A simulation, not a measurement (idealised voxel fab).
The name of this process module is voxel fin reveal.
In the cross-section labelled cut, the width is 220 nm and each square cell is 5 nm.
Cross-section format: a grid of square cells, given as bands from top to bottom; each band is one or more rows of cells. Quick guide to a band line: top height, bottom height (nm) up front; then every material left to right with its width in nm. Only one material and it's marked "everywhere"? Then it fills the band edge to edge. And "empty" just means empty space. Below 0: as-received wafer, all one material; heights counted from there. Lowest band: no bottom, goes on down, written "top 0, no bottom". A width such as "30->40" changes by the same amount from each row of cells to the next, from the band's top row to its bottom row. Key: "changes: none" - step with no changed cell in the cross-section. The entry titled "Unvented internal voids" provides the empty spaces that have no open way to the top, restricted to those of 8 cells or more. Each is presented as width x height at distance, the distance being measured from the left edge, with all three in nm. Past the settings on a step's line: simulator remark, on that step. What "overlay nm" on a step's line means: if the step has a mask, that mask lay this far to the right of its planned place, or, when the value is negative, to the left.

**Process steps (planned)**
1,RECEIVE with material Si
2,CONFORMAL_DEP with material SiN, thk nm 10
3,MASKED_ETCH with tone cover, mask id FINS, width nm 15, pitch nm 35, etch materials SiN, depth nm 10, overlay nm 0
4,MASKED_ETCH with tone cover, mask id FINS, width nm 15, pitch nm 35, etch materials Si, depth nm 40, overlay nm 0
5,OXIDIZE with depth nm 5
6,FILL_DEP with material SiO2, thk nm 15
7,CMP with height nm 10
8,SELECTIVE_ETCH with etch materials SiO2, depth nm 30
9,STRIP with etch materials SiN

**Received-state cross-section, reflecting completion of step 1**
  top 0, no bottom: Si everywhere
  Unvented internal voids: none

**Wafer cross-section at end of module: start and plan as shown above, one execution error**
  top 0, bottom -40: empty 65, SiO2 5, Si 5, SiO2 5, empty 20, SiO2 5, Si 5, SiO2 5, empty 20, SiO2 5, Si 5, SiO2 5, empty 70
  top -40, bottom -45: SiO2 70, Si 5, SiO2 30, Si 5, SiO2 30, Si 5, SiO2 75
  top -45, no bottom: Si everywhere
  Unvented internal voids: none
Finding, execution versus plan: step 6 changed vs plan, executed as FILL_DEP with material SiN, thk nm 15
